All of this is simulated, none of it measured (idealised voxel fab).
process module | voxel trench capacitor
FYI the section here is cut, 235 nm wide, cells are 5 nm squares.
In what follows, cross-sections appear as grids of square cells, described through bands that run from the top down, where every band is one or more rows of cells. A band entry consists of two parts. The first gives the height of the band's top and the height of its bottom, in nm. The rest lists the band's materials from left to right, each with its width in nm. A single material labelled with the word "everywhere" fills the band from edge to edge, and the word "air" marks empty space. Heights from 0 (as-received wafer is one material below). Bottom band endless downward, as "top 0, no bottom". Width: "30..40" (first number = top row, second number = bottom row, same change from row to row of cells). When a step is marked "no change occurred", none of the cells in the cross-section changed during that step. Voids not open to the top, 8 cells minimum: see "Closed-off voids". Written width x height at distance; distance is from the left edge; nm. Heads up: the bit after the settings on a step's line is the simulator's remark on that step. For masked steps, "overlay nm" on the step line gives how far right of plan the mask actually lay; a minus sign means it lay to the left. If you're wondering how to read the rest of this, here's the deal. It's pairs of cross-sections: one from before a process step, one from after it. The after one is only drawn as far down as the lowest band that changed. Right under each pair you'll see which step sits between them and what its settings were. Don't read the pairs as one continuous story, though. They can come from different runs of this module on the same starting wafer, and a pair only carries on from the one above it where its entry headed "Pre-step snapshot" says so.

# Pre-step snapshot
  top 0, no bottom | Si everywhere
  Closed-off voids: none

# Post-Step Cross-Section
  top 5, bottom 0 | SiN everywhere
  Nothing below the height 0 has changed.
  Closed-off voids: none
Process step bridging the above cross-sections: CONFORMAL_DEP, material SiN, thk nm 5

Pre-step snapshot: Please consult the pair immediately above; the cross-section it shows after its step is the state before this step.

# Post-Step Cross-Section
  top 5, bottom 0 | SiN (65), air (25), SiN (15), air (25), SiN (15), air (25), SiN (65)
  Nothing below the height 0 has changed.
  Closed-off voids: none
Process step bridging the above cross-sections: MASKED_ETCH, tone open, mask id TRENCH, width nm 25, pitch nm 40, etch materials SiN, depth nm 5, overlay nm 0

Pre-step snapshot: Please consult the pair immediately above; the cross-section it shows after its step is the state before this step.

# Post-Step Cross-Section
  top 5, bottom 0 | SiN (65), air (25), SiN (15), air (25), SiN (15), air (25), SiN (65)
  top 0, bottom -35 | Si (65), air (25), Si (15), air (25), Si (15), air (25), Si (65)
  Nothing below the height -35 has changed.
  Closed-off voids: none
Process step bridging the above cross-sections: MASKED_ETCH, tone open, mask id TRENCH, width nm 25, pitch nm 40, etch materials Si, depth nm 35, overlay nm 0

Pre-step snapshot: Please consult the pair immediately above; the cross-section it shows after its step is the state before this step.

# Post-Step Cross-Section
  top 10, bottom 5 | HfO2 (70), air (15), HfO2 (25), air (15), HfO2 (25), air (15), HfO2 (70)
  top 5, bottom 0 | SiN (65), HfO2 (5), air (15), HfO2 (5), SiN (15), HfO2 (5), air (15), HfO2 (5), SiN (15), HfO2 (5), air (15), HfO2 (5), SiN (65)
  top 0, bottom -30 | Si (65), HfO2 (5), air (15), HfO2 (5), Si (15), HfO2 (5), air (15), HfO2 (5), Si (15), HfO2 (5), air (15), HfO2 (5), Si (65)
  top -30, bottom -35 | Si (65), HfO2 (25), Si (15), HfO2 (25), Si (15), HfO2 (25), Si (65)
  Nothing below the height -35 has changed.
  Closed-off voids: none
Process step bridging the above cross-sections: CONFORMAL_DEP, material HfO2, thk nm 5

Pre-step snapshot: Please consult the pair immediately above; the cross-section it shows after its step is the state before this step.

# Post-Step Cross-Section
  top 15, bottom 10 | TiN (75), air (5), TiN (35), air (5), TiN (35), air (5), TiN (75)
  top 10, bottom 5 | HfO2 (70), TiN (5), air (5), TiN (5), HfO2 (25), TiN (5), air (5), TiN (5), HfO2 (25), TiN (5), air (5), TiN (5), HfO2 (70)
  top 5, bottom 0 | SiN (65), HfO2 (5), TiN (5), air (5), TiN (5), HfO2 (5), SiN (15), HfO2 (5), TiN (5), air (5), TiN (5), HfO2 (5), SiN (15), HfO2 (5), TiN (5), air (5), TiN (5), HfO2 (5), SiN (65)
  top 0, bottom -25 | Si (65), HfO2 (5), TiN (5), air (5), TiN (5), HfO2 (5), Si (15), HfO2 (5), TiN (5), air (5), TiN (5), HfO2 (5), Si (15), HfO2 (5), TiN (5), air (5), TiN (5), HfO2 (5), Si (65)
  top -25, bottom -30 | Si (65), HfO2 (5), TiN (15), HfO2 (5), Si (15), HfO2 (5), TiN (15), HfO2 (5), Si (15), HfO2 (5), TiN (15), HfO2 (5), Si (65)
  Nothing below the height -30 has changed.
  Closed-off voids: none
Process step bridging the above cross-sections: CONFORMAL_DEP, material TiN, thk nm 5

Pre-step snapshot: Please consult the pair immediately above; the cross-section it shows after its step is the state before this step.

# Post-Step Cross-Section
  top 25, bottom 15 | W everywhere
  top 15, bottom 10 | TiN (75), W (5), TiN (35), W (5), TiN (35), W (5), TiN (75)
  top 10, bottom 5 | HfO2 (70), TiN (5), W (5), TiN (5), HfO2 (25), TiN (5), W (5), TiN (5), HfO2 (25), TiN (5), W (5), TiN (5), HfO2 (70)
  top 5, bottom 0 | SiN (65), HfO2 (5), TiN (5), W (5), TiN (5), HfO2 (5), SiN (15), HfO2 (5), TiN (5), W (5), TiN (5), HfO2 (5), SiN (15), HfO2 (5), TiN (5), W (5), TiN (5), HfO2 (5), SiN (65)
  top 0, bottom -25 | Si (65), HfO2 (5), TiN (5), W (5), TiN (5), HfO2 (5), Si (15), HfO2 (5), TiN (5), W (5), TiN (5), HfO2 (5), Si (15), HfO2 (5), TiN (5), W (5), TiN (5), HfO2 (5), Si (65)
  Nothing below the height -25 has changed.
  Closed-off voids: none
Process step bridging the above cross-sections: FILL_DEP, material W, thk nm 10

Pre-step snapshot: Please consult the pair immediately above; the cross-section it shows after its step is the state before this step.

# Post-Step Cross-Section
  top 5, bottom 0 | SiN (65), HfO2 (5), TiN (5), W (5), TiN (5), HfO2 (5), SiN (15), HfO2 (5), TiN (5), W (5), TiN (5), HfO2 (5), SiN (15), HfO2 (5), TiN (5), W (5), TiN (5), HfO2 (5), SiN (65)
  Nothing below the height 0 has changed.
  Closed-off voids: none
Process step bridging the above cross-sections: CMP, height nm 5

# Pre-step snapshot
  top 25, bottom 15 | W everywhere
  top 15, bottom 10 | TiN (75), W (5), TiN (35), W (5), TiN (35), W (5), TiN (75)
  top 10, bottom 5 | HfO2 (70), TiN (5), W (5), TiN (5), HfO2 (25), TiN (5), W (5), TiN (5), HfO2 (25), TiN (5), W (5), TiN (5), HfO2 (70)
  top 5, bottom 0 | SiN (65), HfO2 (5), TiN (5), W (5), TiN (5), HfO2 (5), SiN (15), HfO2 (5), TiN (5), W (5), TiN (5), HfO2 (5), SiN (15), HfO2 (5), TiN (5), W (5), TiN (5), HfO2 (5), SiN (65)
  top 0, bottom -25 | Si (65), HfO2 (5), TiN (5), W (5), TiN (5), HfO2 (5), Si (15), HfO2 (5), TiN (5), W (5), TiN (5), HfO2 (5), Si (15), HfO2 (5), TiN (5), W (5), TiN (5), HfO2 (5), Si (65)
  top -25, bottom -30 | Si (65), HfO2 (5), TiN (15), HfO2 (5), Si (15), HfO2 (5), TiN (15), HfO2 (5), Si (15), HfO2 (5), TiN (15), HfO2 (5), Si (65)
  top -30, bottom -35 | Si (65), HfO2 (25), Si (15), HfO2 (25), Si (15), HfO2 (25), Si (65)
  top -35, no bottom | Si everywhere
  Closed-off voids: none

# Post-Step Cross-Section
  top 35, bottom 15 | W everywhere
  Nothing below the height 15 has changed.
  Closed-off voids: none
Process step bridging the above cross-sections: FILL_DEP, material W, thk nm 10

Pre-step snapshot: Please consult the pair immediately above; the cross-section it shows after its step is the state before this step.

# Post-Step Cross-Section
  top 5, bottom 0 | SiN (65), HfO2 (5), TiN (5), W (5), TiN (5), HfO2 (5), SiN (15), HfO2 (5), TiN (5), W (5), TiN (5), HfO2 (5), SiN (15), HfO2 (5), TiN (5), W (5), TiN (5), HfO2 (5), SiN (65)
  Nothing below the height 0 has changed.
  Closed-off voids: none
Process step bridging the above cross-sections: CMP, height nm 5

# Pre-step snapshot
  top 5, bottom 0 | SiN (65), air (25), SiN (15), air (25), SiN (15), air (25), SiN (65)
  top 0, bottom -35 | Si (65), air (25), Si (15), air (25), Si (15), air (25), Si (65)
  top -35, no bottom | Si everywhere
  Closed-off voids: none

# Post-Step Cross-Section
  top 10, bottom 5 | TiN (70), air (15), TiN (25), air (15), TiN (25), air (15), TiN (70)
  top 5, bottom 0 | SiN (65), TiN (5), air (15), TiN (5), SiN (15), TiN (5), air (15), TiN (5), SiN (15), TiN (5), air (15), TiN (5), SiN (65)
  top 0, bottom -30 | Si (65), TiN (5), air (15), TiN (5), Si (15), TiN (5), air (15), TiN (5), Si (15), TiN (5), air (15), TiN (5), Si (65)
  top -30, bottom -35 | Si (65), TiN (25), Si (15), TiN (25), Si (15), TiN (25), Si (65)
  Nothing below the height -35 has changed.
  Closed-off voids: none
Process step bridging the above cross-sections: CONFORMAL_DEP, material TiN, thk nm 5

Pre-step snapshot: Please consult the pair immediately above; the cross-section it shows after its step is the state before this step.

# Post-Step Cross-Section
  top 15, bottom 10 | HfO2 (75), air (5), HfO2 (35), air (5), HfO2 (35), air (5), HfO2 (75)
  top 10, bottom 5 | TiN (70), HfO2 (5), air (5), HfO2 (5), TiN (25), HfO2 (5), air (5), HfO2 (5), TiN (25), HfO2 (5), air (5), HfO2 (5), TiN (70)
  top 5, bottom 0 | SiN (65), TiN (5), HfO2 (5), air (5), HfO2 (5), TiN (5), SiN (15), TiN (5), HfO2 (5), air (5), HfO2 (5), TiN (5), SiN (15), TiN (5), HfO2 (5), air (5), HfO2 (5), TiN (5), SiN (65)
  top 0, bottom -25 | Si (65), TiN (5), HfO2 (5), air (5), HfO2 (5), TiN (5), Si (15), TiN (5), HfO2 (5), air (5), HfO2 (5), TiN (5), Si (15), TiN (5), HfO2 (5), air (5), HfO2 (5), TiN (5), Si (65)
  top -25, bottom -30 | Si (65), TiN (5), HfO2 (15), TiN (5), Si (15), TiN (5), HfO2 (15), TiN (5), Si (15), TiN (5), HfO2 (15), TiN (5), Si (65)
  Nothing below the height -30 has changed.
  Closed-off voids: none
Process step bridging the above cross-sections: CONFORMAL_DEP, material HfO2, thk nm 5

Pre-step snapshot: Please consult the pair immediately above; the cross-section it shows after its step is the state before this step.

# Post-Step Cross-Section
  top 25, bottom 15 | W everywhere
  top 15, bottom 10 | HfO2 (75), W (5), HfO2 (35), W (5), HfO2 (35), W (5), HfO2 (75)
  top 10, bottom 5 | TiN (70), HfO2 (5), W (5), HfO2 (5), TiN (25), HfO2 (5), W (5), HfO2 (5), TiN (25), HfO2 (5), W (5), HfO2 (5), TiN (70)
  top 5, bottom 0 | SiN (65), TiN (5), HfO2 (5), W (5), HfO2 (5), TiN (5), SiN (15), TiN (5), HfO2 (5), W (5), HfO2 (5), TiN (5), SiN (15), TiN (5), HfO2 (5), W (5), HfO2 (5), TiN (5), SiN (65)
  top 0, bottom -25 | Si (65), TiN (5), HfO2 (5), W (5), HfO2 (5), TiN (5), Si (15), TiN (5), HfO2 (5), W (5), HfO2 (5), TiN (5), Si (15), TiN (5), HfO2 (5), W (5), HfO2 (5), TiN (5), Si (65)
  Nothing below the height -25 has changed.
  Closed-off voids: none
Process step bridging the above cross-sections: FILL_DEP, material W, thk nm 10

Pre-step snapshot: Please consult the pair immediately above; the cross-section it shows after its step is the state before this step.

# Post-Step Cross-Section
  top 5, bottom 0 | SiN (65), TiN (5), HfO2 (5), W (5), HfO2 (5), TiN (5), SiN (15), TiN (5), HfO2 (5), W (5), HfO2 (5), TiN (5), SiN (15), TiN (5), HfO2 (5), W (5), HfO2 (5), TiN (5), SiN (65)
  Nothing below the height 0 has changed.
  Closed-off voids: none
Process step bridging the above cross-sections: CMP, height nm 5

# Pre-step snapshot
  top 25, bottom 15 | W everywhere
  top 15, bottom 10 | TiN (75), W (5), TiN (35), W (5), TiN (35), W (5), TiN (75)
  top 10, bottom 5 | HfO2 (70), TiN (5), W (5), TiN (5), HfO2 (25), TiN (5), W (5), TiN (5), HfO2 (25), TiN (5), W (5), TiN (5), HfO2 (70)
  top 5, bottom 0 | SiN (65), HfO2 (5), TiN (5), W (5), TiN (5), HfO2 (5), SiN (15), HfO2 (5), TiN (5), W (5), TiN (5), HfO2 (5), SiN (15), HfO2 (5), TiN (5), W (5), TiN (5), HfO2 (5), SiN (65)
  top 0, bottom -25 | Si (65), HfO2 (5), TiN (5), W (5), TiN (5), HfO2 (5), Si (15), HfO2 (5), TiN (5), W (5), TiN (5), HfO2 (5), Si (15), HfO2 (5), TiN (5), W (5), TiN (5), HfO2 (5), Si (65)
  top -25, bottom -30 | Si (65), HfO2 (5), TiN (15), HfO2 (5), Si (15), HfO2 (5), TiN (15), HfO2 (5), Si (15), HfO2 (5), TiN (15), HfO2 (5), Si (65)
  top -30, bottom -35 | Si (65), HfO2 (25), Si (15), HfO2 (25), Si (15), HfO2 (25), Si (65)
  top -35, no bottom | Si everywhere
  Closed-off voids: none

# Post-Step Cross-Section
  top -5, bottom -25 | Si (65), HfO2 (5), TiN (5), W (5), TiN (5), HfO2 (5), Si (15), HfO2 (5), TiN (5), W (5), TiN (5), HfO2 (5), Si (15), HfO2 (5), TiN (5), W (5), TiN (5), HfO2 (5), Si (65)
  Nothing below the height -25 has changed.
  Closed-off voids: none
Process step bridging the above cross-sections: CMP, height nm -5

# Pre-step snapshot
  top 5, bottom 0 | SiN everywhere
  top 0, no bottom | Si everywhere
  Closed-off voids: none

# Post-Step Cross-Section
  top 5, bottom 0 | SiN (70), air (20), SiN (20), air (20), SiN (20), air (20), SiN (65)
  Nothing below the height 0 has changed.
  Closed-off voids: none
Process step bridging the above cross-sections: MASKED_ETCH, tone open, mask id TRENCH, width nm 20, pitch nm 40, etch materials SiN, depth nm 5, overlay nm 0

Pre-step snapshot: Please consult the pair immediately above; the cross-section it shows after its step is the state before this step.

# Post-Step Cross-Section
  top 5, bottom 0 | SiN (70), air (20), SiN (20), air (20), SiN (20), air (20), SiN (65)
  top 0, bottom -35 | Si (70), air (20), Si (20), air (20), Si (20), air (20), Si (65)
  Nothing below the height -35 has changed.
  Closed-off voids: none
Process step bridging the above cross-sections: MASKED_ETCH, tone open, mask id TRENCH, width nm 25, pitch nm 40, etch materials Si, depth nm 35, overlay nm 0

Pre-step snapshot: Please consult the pair immediately above; the cross-section it shows after its step is the state before this step.

# Post-Step Cross-Section
  top 10, bottom 5 | HfO2 (75), air (10), HfO2 (30), air (10), HfO2 (30), air (10), HfO2 (70)
  top 5, bottom 0 | SiN (70), HfO2 (5), air (10), HfO2 (5), SiN (20), HfO2 (5), air (10), HfO2 (5), SiN (20), HfO2 (5), air (10), HfO2 (5), SiN (65)
  top 0, bottom -30 | Si (70), HfO2 (5), air (10), HfO2 (5), Si (20), HfO2 (5), air (10), HfO2 (5), Si (20), HfO2 (5), air (10), HfO2 (5), Si (65)
  top -30, bottom -35 | Si (70), HfO2 (20), Si (20), HfO2 (20), Si (20), HfO2 (20), Si (65)
  Nothing below the height -35 has changed.
  Closed-off voids: none
Process step bridging the above cross-sections: CONFORMAL_DEP, material HfO2, thk nm 5

Pre-step snapshot: Please consult the pair immediately above; the cross-section it shows after its step is the state before this step.

# Post-Step Cross-Section
  top 15, bottom 10 | TiN everywhere
  top 10, bottom 5 | HfO2 (75), TiN (10), HfO2 (30), TiN (10), HfO2 (30), TiN (10), HfO2 (70)
  top 5, bottom 0 | SiN (70), HfO2 (5), TiN (10), HfO2 (5), SiN (20), HfO2 (5), TiN (10), HfO2 (5), SiN (20), HfO2 (5), TiN (10), HfO2 (5), SiN (65)
  top 0, bottom -30 | Si (70), HfO2 (5), TiN (10), HfO2 (5), Si (20), HfO2 (5), TiN (10), HfO2 (5), Si (20), HfO2 (5), TiN (10), HfO2 (5), Si (65)
  Nothing below the height -30 has changed.
  Closed-off voids: none
Process step bridging the above cross-sections: CONFORMAL_DEP, material TiN, thk nm 5

Pre-step snapshot: Please consult the pair immediately above; the cross-section it shows after its step is the state before this step.

# Post-Step Cross-Section
  top 25, bottom 15 | W everywhere
  Nothing below the height 15 has changed.
  Closed-off voids: none
Process step bridging the above cross-sections: FILL_DEP, material W, thk nm 10

Pre-step snapshot: Please consult the pair immediately above; the cross-section it shows after its step is the state before this step.

# Post-Step Cross-Section
  top 5, bottom 0 | SiN (70), HfO2 (5), TiN (10), HfO2 (5), SiN (20), HfO2 (5), TiN (10), HfO2 (5), SiN (20), HfO2 (5), TiN (10), HfO2 (5), SiN (65)
  Nothing below the height 0 has changed.
  Closed-off voids: none
Process step bridging the above cross-sections: CMP, height nm 5

# Pre-step snapshot
  top 5, bottom 0 | SiN (65), air (25), SiN (15), air (25), SiN (15), air (25), SiN (65)
  top 0, no bottom | Si everywhere
  Closed-off voids: none

# Post-Step Cross-Section
  top 5, bottom 0 | SiN (65), air (25), SiN (15), air (25), SiN (15), air (25), SiN (65)
  top 0, bottom -35 | Si (65), air (20), Si (20), air (20), Si (20), air (20), Si (70)
  Nothing below the height -35 has changed.
  Closed-off voids: none
Process step bridging the above cross-sections: MASKED_ETCH, tone open, mask id TRENCH, width nm 25, pitch nm 40, etch materials Si, depth nm 35, overlay nm -5

Pre-step snapshot: Please consult the pair immediately above; the cross-section it shows after its step is the state before this step.

# Post-Step Cross-Section
  top 10, bottom 5 | HfO2 (70), air (15), HfO2 (25), air (15), HfO2 (25), air (15), HfO2 (70)
  top 5, bottom 0 | SiN (65), HfO2 (5), air (10), HfO2 (10), SiN (15), HfO2 (5), air (10), HfO2 (10), SiN (15), HfO2 (5), air (10), HfO2 (10), SiN (65)
  top 0, bottom -30 | Si (65), HfO2 (5), air (10), HfO2 (5), Si (20), HfO2 (5), air (10), HfO2 (5), Si (20), HfO2 (5), air (10), HfO2 (5), Si (70)
  top -30, bottom -35 | Si (65), HfO2 (20), Si (20), HfO2 (20), Si (20), HfO2 (20), Si (70)
  Nothing below the height -35 has changed.
  Closed-off voids: none
Process step bridging the above cross-sections: CONFORMAL_DEP, material HfO2, thk nm 5

Pre-step snapshot: Please consult the pair immediately above; the cross-section it shows after its step is the state before this step.

# Post-Step Cross-Section
  top 15, bottom 10 | TiN (75), air (5), TiN (35), air (5), TiN (35), air (5), TiN (75)
  top 10, bottom 5 | HfO2 (70), TiN (15), HfO2 (25), TiN (15), HfO2 (25), TiN (15), HfO2 (70)
  top 5, bottom 0 | SiN (65), HfO2 (5), TiN (10), HfO2 (10), SiN (15), HfO2 (5), TiN (10), HfO2 (10), SiN (15), HfO2 (5), TiN (10), HfO2 (10), SiN (65)
  top 0, bottom -30 | Si (65), HfO2 (5), TiN (10), HfO2 (5), Si (20), HfO2 (5), TiN (10), HfO2 (5), Si (20), HfO2 (5), TiN (10), HfO2 (5), Si (70)
  Nothing below the height -30 has changed.
  Closed-off voids: none
Process step bridging the above cross-sections: CONFORMAL_DEP, material TiN, thk nm 5

Pre-step snapshot: Please consult the pair immediately above; the cross-section it shows after its step is the state before this step.

# Post-Step Cross-Section
  top 25, bottom 15 | W everywhere
  top 15, bottom 10 | TiN (75), W (5), TiN (35), W (5), TiN (35), W (5), TiN (75)
  Nothing below the height 10 has changed.
  Closed-off voids: none
Process step bridging the above cross-sections: FILL_DEP, material W, thk nm 10

Pre-step snapshot: Please consult the pair immediately above; the cross-section it shows after its step is the state before this step.

# Post-Step Cross-Section
  top 5, bottom 0 | SiN (65), HfO2 (5), TiN (10), HfO2 (10), SiN (15), HfO2 (5), TiN (10), HfO2 (10), SiN (15), HfO2 (5), TiN (10), HfO2 (10), SiN (65)
  Nothing below the height 0 has changed.
  Closed-off voids: none
Process step bridging the above cross-sections: CMP, height nm 5

# Pre-step snapshot
  top 0, no bottom | Si everywhere
  Closed-off voids: none

# Post-Step Cross-Section
  top 5, bottom 0 | W everywhere
  Nothing below the height 0 has changed.
  Closed-off voids: none
Process step bridging the above cross-sections: CONFORMAL_DEP, material W, thk nm 5

Pre-step snapshot: Please consult the pair immediately above; the cross-section it shows after its step is the state before this step.

# Post-Step Cross-Section
  top 10, bottom 5 | HfO2 everywhere
  Nothing below the height 5 has changed.
  Closed-off voids: none
Process step bridging the above cross-sections: CONFORMAL_DEP, material HfO2, thk nm 5

Pre-step snapshot: Please consult the pair immediately above; the cross-section it shows after its step is the state before this step.

# Post-Step Cross-Section
  top 15, bottom 10 | TiN everywhere
  Nothing below the height 10 has changed.
  Closed-off voids: none
Process step bridging the above cross-sections: CONFORMAL_DEP, material TiN, thk nm 5

Pre-step snapshot: Please consult the pair immediately above; the cross-section it shows after its step is the state before this step.

# Post-Step Cross-Section
  top 25, bottom 15 | W everywhere
  Nothing below the height 15 has changed.
  Closed-off voids: none
Process step bridging the above cross-sections: FILL_DEP, material W, thk nm 10

Pre-step snapshot: Please consult the pair immediately above; the cross-section it shows after its step is the state before this step.

# Post-Step Cross-Section
  top 5, bottom 0 | W everywhere
  Nothing below the height 0 has changed.
  Closed-off voids: none
Process step bridging the above cross-sections: CMP, height nm 5

# Pre-step snapshot
  top 5, bottom 0 | SiN everywhere
  top 0, no bottom | Si everywhere
  Closed-off voids: none

# Post-Step Cross-Section
  top 5, bottom 0 | air (65), SiN (25), air (15), SiN (25), air (15), SiN (25), air (65)
  Nothing below the height 0 has changed.
  Closed-off voids: none
Process step bridging the above cross-sections: MASKED_ETCH, tone cover, mask id TRENCH, width nm 25, pitch nm 40, etch materials SiN, depth nm 5, overlay nm 0

Pre-step snapshot: Please consult the pair immediately above; the cross-section it shows after its step is the state before this step.

# Post-Step Cross-Section
  top 10, bottom 5 | air (60), HfO2 (35), air (5), HfO2 (35), air (5), HfO2 (35), air (60)
  top 5, bottom 0 | HfO2 (65), SiN (25), HfO2 (15), SiN (25), HfO2 (15), SiN (25), HfO2 (65)
  Nothing below the height 0 has changed.
  Closed-off voids: none
Process step bridging the above cross-sections: CONFORMAL_DEP, material HfO2, thk nm 5

Pre-step snapshot: Please consult the pair immediately above; the cross-section it shows after its step is the state before this step.

# Post-Step Cross-Section
  top 15, bottom 10 | air (55), TiN (125), air (55)
  top 10, bottom 5 | TiN (60), HfO2 (35), TiN (5), HfO2 (35), TiN (5), HfO2 (35), TiN (60)
  Nothing below the height 5 has changed.
  Closed-off voids: none
Process step bridging the above cross-sections: CONFORMAL_DEP, material TiN, thk nm 5

Pre-step snapshot: Please consult the pair immediately above; the cross-section it shows after its step is the state before this step.

# Post-Step Cross-Section
  top 25, bottom 15 | W everywhere
  top 15, bottom 10 | W (55), TiN (125), W (55)
  Nothing below the height 10 has changed.
  Closed-off voids: none
Process step bridging the above cross-sections: FILL_DEP, material W, thk nm 10

Pre-step snapshot: Please consult the pair immediately above; the cross-section it shows after its step is the state before this step.

# Post-Step Cross-Section
  top 5, bottom 0 | HfO2 (65), SiN (25), HfO2 (15), SiN (25), HfO2 (15), SiN (25), HfO2 (65)
  Nothing below the height 0 has changed.
  Closed-off voids: none
Process step bridging the above cross-sections: CMP, height nm 5
